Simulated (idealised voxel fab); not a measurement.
Module name: voxel air gaps (process module)
Cross-section cut: width 270 nm, square cells of 5 nm.
Cross-section layout: square cells on a grid; listed as bands, top to bottom; a band spans one or more cell rows. Read a band's entry like this: the first values are the height of its top and the height of its bottom in nm, and what follows is the sequence of materials from left to right, each with its width in nm. Note that "air" is empty space, and that a single material marked "all across" reaches across the band from edge to edge. Note: height 0 marks the level under which the wafer is uniformly one material as received. Lowest band unbounded below, written "z 0 and below". When a width is written as two numbers, as in "30->40", the first number is the width in the top row of cells of the band and the second is the width in its bottom row, and the width changes by the same amount from each row to the next. Step marked "no change occurred"? Then no cell in the cross-section changed in it. "Enclosed cavity list" specifies each empty space that is not open to the top and that occupies no fewer than 8 cells, using the form width x height at distance, the distance measured from the left edge and all three quantities in nm. Anything after a step's settings on that line? It's the simulator's own note about the step. overlay nm: on a step with a mask, how far right of its planned place the mask lay; negative means left.
Planned step list for the process:
1,RECEIVE, material Si
2,CONFORMAL_DEP, material SiO2, thk nm 10
3,CONFORMAL_DEP, material SiN, thk nm 5
4,DIRECTIONAL_DEP, material lowk, thk nm 30
5,PATTERN, tone open, mask id LINES, material resist, width nm 20, pitch nm 45, thk nm 20, overlay nm 0
6,DIRECTIONAL_ETCH, etch materials lowk, depth nm 30
7,STRIP, etch materials resist
8,CONFORMAL_DEP, material TiN, thk nm 5
9,FILL_DEP, material Ru, thk nm 10
10,CMP, height nm 45
11,EPI, material Ru, thk nm 10
12,SELECTIVE_ETCH, etch materials lowk, depth nm 40
13,CONFORMAL_DEP, material SiCN, thk nm 5
Step 1 complete: cross-section of the wafer as received:
* z 0 and below = Si all across
* Enclosed cavity list: none
The module was run from the start shown above using the plan shown above, but one mistake was made doing it; the resulting wafer cross-section is below:
* z 60 to 55 = 65 nm air  145 nm SiCN  60 nm air
* z 55 to 45 = 65 nm air  5 nm SiCN  135 nm Ru  5 nm SiCN  60 nm air
* z 45 to 40 = 65 nm air  15 nm SiCN  5 nm TiN  15 nm Ru  5 nm TiN  20 nm lowk  5 nm TiN  15 nm Ru  5 nm TiN  20 nm lowk  5 nm TiN  15 nm Ru  5 nm TiN  15 nm SiCN  60 nm air
* z 40 to 20 = 75 nm air  5 nm SiCN  5 nm TiN  15 nm Ru  5 nm TiN  20 nm lowk  5 nm TiN  15 nm Ru  5 nm TiN  20 nm lowk  5 nm TiN  15 nm Ru  5 nm TiN  5 nm SiCN  70 nm air
* z 20 to 15 = 80 nm SiCN  25 nm TiN  20 nm lowk  25 nm TiN  20 nm lowk  25 nm TiN  75 nm SiCN
* z 15 to 10 = SiN all across
* z 10 to 0 = SiO2 all across
* z 0 and below = Si all across
* Enclosed cavity list: none
The plan and the run diverged here: off-plan run, step 5, actual operation and settings PATTERN, tone open, mask id LINES, material resist, width nm 25, pitch nm 45, thk nm 20, overlay nm 0
